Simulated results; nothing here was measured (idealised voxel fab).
process module | voxel self aligned contacts
cross-section cut | 155 nm wide | cells 5 nm
A cross-section is a grid of square cells, given in bands from the top down. A band is one or more rows of cells.
Each band's line starts with the height of the band's top and of its bottom, in nm. Then come its materials from left to right, each with its width in nm. One material with "throughout" fills the band from edge to edge. "air" is empty space.
Height 0 is the level under which the wafer as received is all one material. The lowest band goes on downwards, as in "0 down".
A width such as "30 to 40" changes by the same amount from each row of cells to the next, from the band's top row to its bottom row.
"no change" after a step means that no cell of the cross-section changed.
closed voids: empty space of 8 cells or more with no open way to the top, each as width x height at its distance from the left edge, in nm
after a step's settings: what the simulator itself notes on the step
overlay nm, on a step with a mask: how far to the right of its planned place the mask lay; to the left if negative
plan
1 op RECEIVE | material Si
2 op OXIDIZE | depth nm 5
3 op DIRECTIONAL_DEP | material polySi | thk nm 30
4 op DIRECTIONAL_DEP | material SiN | thk nm 15
5 op PATTERN | tone cover | mask id GATE | material resist | width nm 25 | pitch nm 50 | thk nm 15 | overlay nm 0
6 op DIRECTIONAL_ETCH | etch materials SiN | depth nm 15
7 op DIRECTIONAL_ETCH | etch materials polySi | depth nm 30
8 op STRIP | etch materials resist
9 op CONFORMAL_DEP | material SiN | thk nm 5
10 op DIRECTIONAL_ETCH | etch materials SiN | depth nm 5
11 op FILL_DEP | material SiO2 | thk nm 15
12 op CMP | height nm 50
13 op PATTERN | tone open | mask id CONTACT | material resist | width nm 35 | thk nm 20 | overlay nm 0
14 op DIRECTIONAL_ETCH | etch materials SiO2 | depth nm 55
15 op STRIP | etch materials resist
16 op CONFORMAL_DEP | material TiN | thk nm 5
17 op FILL_DEP | material Ru | thk nm 10
18 op CMP | height nm 50
19 op CONFORMAL_DEP | material SiCN | thk nm 5
as received, after step 1
  0 down: Si throughout
  closed voids: none
a wafer at the end: this start, this plan, one mistake
  55 to 50: SiCN throughout
  50 to 45: SiO2 60 | TiN 10 | Ru 15 | TiN 10 | SiO2 60
  45 to 30: SiO2 40 | SiN 25 | TiN 5 | Ru 15 | TiN 5 | SiN 25 | SiO2 40
  30 to 0: SiO2 40 | polySi 25 | TiN 5 | Ru 15 | TiN 5 | polySi 25 | SiO2 40
  0 to -5: SiO2 65 | TiN 25 | SiO2 65
  -5 down: Si throughout
  closed voids: none
what went wrong: step 9 ran as: op CONFORMAL_DEP | material SiO2 | thk nm 5
